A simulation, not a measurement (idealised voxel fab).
The following process module bears the name voxel spacer lines.
Displayed cross-section: cut, width of 155 nm, square cells sized 5 nm.
Cross-sections here: square-cell grids, written as top-down lists of bands, a band being one or more rows of cells.
Within each band entry, the heights of the top and of the bottom of the band appear first, in that order and in nm; the materials of the band then follow from left to right, each with its corresponding width in nm. The designation "edge to edge" on a single material indicates that it fills the band from edge to edge; the designation "empty" indicates empty space.
The level at which height equals 0 is the one under which the wafer, as it arrives, is entirely one material. No lower edge exists for the bottom band, which continues downward and is notated as in "0 down".
A width given as "30->40" starts at the first number in the band's top row and ends at the second number in its bottom row, shifting by an equal amount at every step from row to row.
"identical to before", as given for a step, is the statement that not any cell of the cross-section underwent a change during that step.
Cavities, closed: empty space of 8 cells or more with no open way to the top, each as width x height at its distance from the left edge, in nm
On a step's line, text after the settings is the simulator commenting on that step.
The "overlay nm" setting may appear on a step's line; for a step that uses a mask, it gives how far to the right of its planned position the mask lay, and a negative value indicates the left.

Listed below are the process steps as planned:
1: RECEIVE with material Si
2: CONFORMAL_DEP with material Al2O3, thk nm 10
3: DIRECTIONAL_DEP with material SiN, thk nm 20
4: DIRECTIONAL_DEP with material aC, thk nm 25
5: PATTERN with tone cover, mask id MANDREL, material resist, width nm 20, pitch nm 60, thk nm 30, overlay nm 0
6: DIRECTIONAL_ETCH with etch materials aC, depth nm 25
7: STRIP with etch materials resist
8: CONFORMAL_DEP with material SiO2, thk nm 10
9: DIRECTIONAL_ETCH with etch materials SiO2, depth nm 10
10: STRIP with etch materials aC
11: DIRECTIONAL_ETCH with etch materials SiN, depth nm 20
12: STRIP with etch materials SiO2

This is the cross-section of the wafer as we received it, i.e. after step 1:
	0 down  Si edge to edge
	Cavities, closed: none

The first of two wafers, cross-sectioned at the end of the module, with the run proceeding as planned:
	30 to 10  empty 25, then SiN 10, then empty 20, then SiN 10, then empty 20, then SiN 10, then empty 20, then SiN 10, then empty 30
	10 to 0  Al2O3 edge to edge
	0 down  Si edge to edge
	Cavities, closed: none

Wafer two, sectioned after the module: the first wafer's start, the first wafer's plan, and one mistake in how it was run:
	30 to 10  empty 20, then SiN 10, then empty 20, then SiN 10, then empty 20, then SiN 10, then empty 20, then SiN 10, then empty 35
	10 to 0  Al2O3 edge to edge
	0 down  Si edge to edge
	Cavities, closed: none
Finding, execution versus plan: step 5: run off-plan, actual operation and settings PATTERN with tone cover, mask id MANDREL, material resist, width nm 20, pitch nm 60, thk nm 30, overlay nm -5
Upon completion, the cell count for each material on the second wafer equals that on the first, whereas the spatial distribution of those cells differs.
